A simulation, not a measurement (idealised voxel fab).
The following process module bears the name voxel self aligned contacts.
This is section cut - it's 160 nm across, gridded in 5 nm square cells.
Each cross-section below is a grid of square cells, stated as bands in top-down order, with one or more rows of cells making up each band.
This entry defines a band. It first specifies the height of the band's top and the height of its bottom in nm, and then specifies the band's materials from left to right, stating each material with its width in nm. The word "throughout" identifies a single material that fills the band from edge to edge, while the word "empty" identifies empty space.
Basically, 0 is our baseline, since under it the wafer straight out of the box is all one material. The bottom band has no lower end and keeps on going down, so it looks like "0 and below".
Graded width ("30->40"): value in top row of band = first number; value in bottom row = second number; row-to-row change constant.
"changes: none" (step): cross-section cells unchanged, all of them.
"Enclosed void list" enumerates empty spaces isolated from the top, with no open way to it, that contain at least 8 cells, giving each as width x height at distance from the left edge, all three in nm.
Text after the settings on a step's line: the simulator's own remark on that step.
"overlay nm", when on a step's line for a step with a mask, measures how far to the right of its planned place the mask lay; a negative measure means to the left.
Process steps - plan:
1. RECEIVE | material Si
2. OXIDIZE | depth nm 5
3. DIRECTIONAL_DEP | material polySi | thk nm 25
4. DIRECTIONAL_DEP | material SiN | thk nm 20
5. PATTERN | tone cover | mask id GATE | material resist | width nm 35 | pitch nm 70 | thk nm 15 | overlay nm -10
6. DIRECTIONAL_ETCH | etch materials SiN | depth nm 20
7. DIRECTIONAL_ETCH | etch materials polySi | depth nm 25
8. STRIP | etch materials resist
9. CONFORMAL_DEP | material SiN | thk nm 5
10. DIRECTIONAL_ETCH | etch materials SiN | depth nm 5
11. FILL_DEP | material SiO2 | thk nm 15
12. CMP | height nm 50
13. PATTERN | tone open | mask id CONTACT | material resist | width nm 45 | thk nm 15 | overlay nm 0
14. DIRECTIONAL_ETCH | etch materials SiO2 | depth nm 55
15. STRIP | etch materials resist
16. CONFORMAL_DEP | material TiN | thk nm 5
17. FILL_DEP | material Ru | thk nm 10
18. CMP | height nm 50
19. CONFORMAL_DEP | material SiN | thk nm 5
The plan's step 5 overlay nm is the first wafer's value; the wafers differ in this setting and start identical.
Cross-sectional view of the first of several wafers in the as-received condition, corresponding to the state following step 1:
  0 and below  Si throughout
  Enclosed void list: none
Per wafer, end of module: cells gained (+) or lost (-) per material since receipt, then closed voids:
overlay nm -10, +30 Ru, -32 Si, +124 SiN, +131 SiO2, +29 TiN, +70 polySi, Enclosed void list: none
overlay nm -5, +30 Ru, -32 Si, +124 SiN, +131 SiO2, +29 TiN, +70 polySi, Enclosed void list: none
overlay nm 0, +30 Ru, -32 Si, +124 SiN, +131 SiO2, +29 TiN, +70 polySi, Enclosed void list: none
overlay nm 5, +30 Ru, -32 Si, +124 SiN, +131 SiO2, +29 TiN, +70 polySi, Enclosed void list: none
overlay nm 10, +30 Ru, -32 Si, +124 SiN, +131 SiO2, +29 TiN, +70 polySi, Enclosed void list: none
overlay nm 15, +20 Ru, -32 Si, +124 SiN, +141 SiO2, +29 TiN, +70 polySi, Enclosed void list: none
